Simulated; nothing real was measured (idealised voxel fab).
process module | voxel capacitor over wiring
cross-section cut | 245 nm wide | cells 5 nm
A cross-section is a grid of square cells, given in bands from the top down. A band is one or more rows of cells.
Each band's line starts with the height of the band's top and of its bottom, in nm. Then come its materials from left to right, each with its width in nm. One material with "throughout" fills the band from edge to edge. "air" is empty space.
Height 0 is the level under which the wafer as received is all one material. The lowest band goes on downwards, as in "0 down".
A width such as "30 to 40" changes by the same amount from each row of cells to the next, from the band's top row to its bottom row.
"no change" after a step means that no cell of the cross-section changed.
closed voids: empty space of 8 cells or more with no open way to the top, each as width x height at its distance from the left edge, in nm
after a step's settings: what the simulator itself notes on the step
overlay nm, on a step with a mask: how far to the right of its planned place the mask lay; to the left if negative
plan
1 op RECEIVE | material Si
2 op CONFORMAL_DEP | material SiO2 | thk nm 15
3 op DIRECTIONAL_DEP | material TiN | thk nm 5
4 op DIRECTIONAL_DEP | material Ru | thk nm 20
5 op PATTERN | tone cover | mask id METAL_1 | material resist | width nm 25 | pitch nm 75 | thk nm 20 | overlay nm 0
6 op DIRECTIONAL_ETCH | etch materials Ru | depth nm 20
7 op DIRECTIONAL_ETCH | etch materials TiN | depth nm 5
8 op STRIP | etch materials resist
9 op CONFORMAL_DEP | material SiN | thk nm 5
10 op FILL_DEP | material lowk | thk nm 10
11 op CMP | height nm 40
12 op CONFORMAL_DEP | material SiCN | thk nm 5
13 op DIRECTIONAL_DEP | material SiO2 | thk nm 10
14 op PATTERN | tone open | mask id PLUG_1 | material resist | width nm 15 | thk nm 20 | overlay nm 0
15 op DIRECTIONAL_ETCH | etch materials SiO2 | depth nm 10
16 op DIRECTIONAL_ETCH | etch materials SiCN | depth nm 5
17 op STRIP | etch materials resist
18 op CONFORMAL_DEP | material TiN | thk nm 5
19 op FILL_DEP | material Ru | thk nm 5
20 op CMP | height nm 55
21 op DIRECTIONAL_DEP | material TiN | thk nm 5
22 op DIRECTIONAL_DEP | material HfO2 | thk nm 5
23 op DIRECTIONAL_DEP | material TiN | thk nm 10
24 op DIRECTIONAL_DEP | material aC | thk nm 10
25 op PATTERN | tone cover | mask id UPPER_PLATE | material resist | width nm 55 | thk nm 30 | overlay nm 0
26 op DIRECTIONAL_ETCH | etch materials aC | depth nm 10
27 op STRIP | etch materials resist
28 op DIRECTIONAL_ETCH | etch materials TiN | depth nm 10
29 op DIRECTIONAL_ETCH | etch materials HfO2 | depth nm 5
30 op STRIP | etch materials aC
31 op DIRECTIONAL_DEP | material aC | thk nm 15
32 op PATTERN | tone cover | mask id LOWER_PLATE | material resist | width nm 65 | thk nm 30 | overlay nm 0
33 op DIRECTIONAL_ETCH | etch materials aC | depth nm 15
34 op STRIP | etch materials resist
35 op DIRECTIONAL_ETCH | etch materials TiN | depth nm 5
36 op STRIP | etch materials aC
37 op FILL_DEP | material SiO2 | thk nm 20
38 op CMP | height nm 90
39 op DIRECTIONAL_DEP | material aC | thk nm 10
40 op PATTERN | tone open | mask id PLUG_2 | material resist | width nm 15 | thk nm 30 | overlay nm 0
41 op DIRECTIONAL_ETCH | etch materials aC | depth nm 10
42 op STRIP | etch materials resist
43 op DIRECTIONAL_ETCH | etch materials SiO2 | depth nm 15
44 op STRIP | etch materials aC
45 op CONFORMAL_DEP | material TiN | thk nm 5
46 op FILL_DEP | material Cu | thk nm 10
47 op CMP | height nm 90
48 op CONFORMAL_DEP | material SiCN | thk nm 5
as received, after step 1
  0 down: Si throughout
  closed voids: none
first wafer at the end, as planned
  95 to 90: SiCN throughout
  90 to 80: SiO2 90 | TiN 5 | Cu 5 | TiN 5 | SiO2 140
  80 to 75: SiO2 90 | TiN 15 | SiO2 140
  75 to 65: SiO2 80 | TiN 55 | SiO2 110
  65 to 60: SiO2 80 | HfO2 55 | SiO2 110
  60 to 55: SiO2 75 | TiN 65 | SiO2 105
  55 to 45: SiO2 80 | TiN 5 | Ru 5 | TiN 5 | SiO2 150
  45 to 40: SiCN 80 | TiN 15 | SiCN 150
  40 to 20: lowk 65 | SiN 5 | Ru 25 | SiN 5 | lowk 40 | SiN 5 | Ru 25 | SiN 5 | lowk 70
  20 to 15: SiN 70 | TiN 25 | SiN 50 | TiN 25 | SiN 75
  15 to 0: SiO2 throughout
  0 down: Si throughout
  closed voids: none
second wafer at the end: like start, like plan, one mistake
  95 to 90: SiCN throughout
  90 to 80: SiO2 90 | TiN 5 | Cu 10 | TiN 5 | SiO2 135
  80 to 75: SiO2 90 | TiN 20 | SiO2 135
  75 to 65: SiO2 80 | TiN 55 | SiO2 110
  65 to 60: SiO2 80 | HfO2 55 | SiO2 110
  60 to 55: SiO2 75 | TiN 65 | SiO2 105
  55 to 45: SiO2 80 | TiN 5 | Ru 5 | TiN 5 | SiO2 150
  45 to 40: SiCN 80 | TiN 15 | SiCN 150
  40 to 20: lowk 65 | SiN 5 | Ru 25 | SiN 5 | lowk 40 | SiN 5 | Ru 25 | SiN 5 | lowk 70
  20 to 15: SiN 70 | TiN 25 | SiN 50 | TiN 25 | SiN 75
  15 to 0: SiO2 throughout
  0 down: Si throughout
  closed voids: none
what went wrong: step 40 ran as: op PATTERN | tone open | mask id PLUG_2 | material resist | width nm 20 | thk nm 30 | overlay nm 0
at the end the second wafer has, in cells: 2 more of Cu | 3 fewer of SiO2 | 1 more of TiN
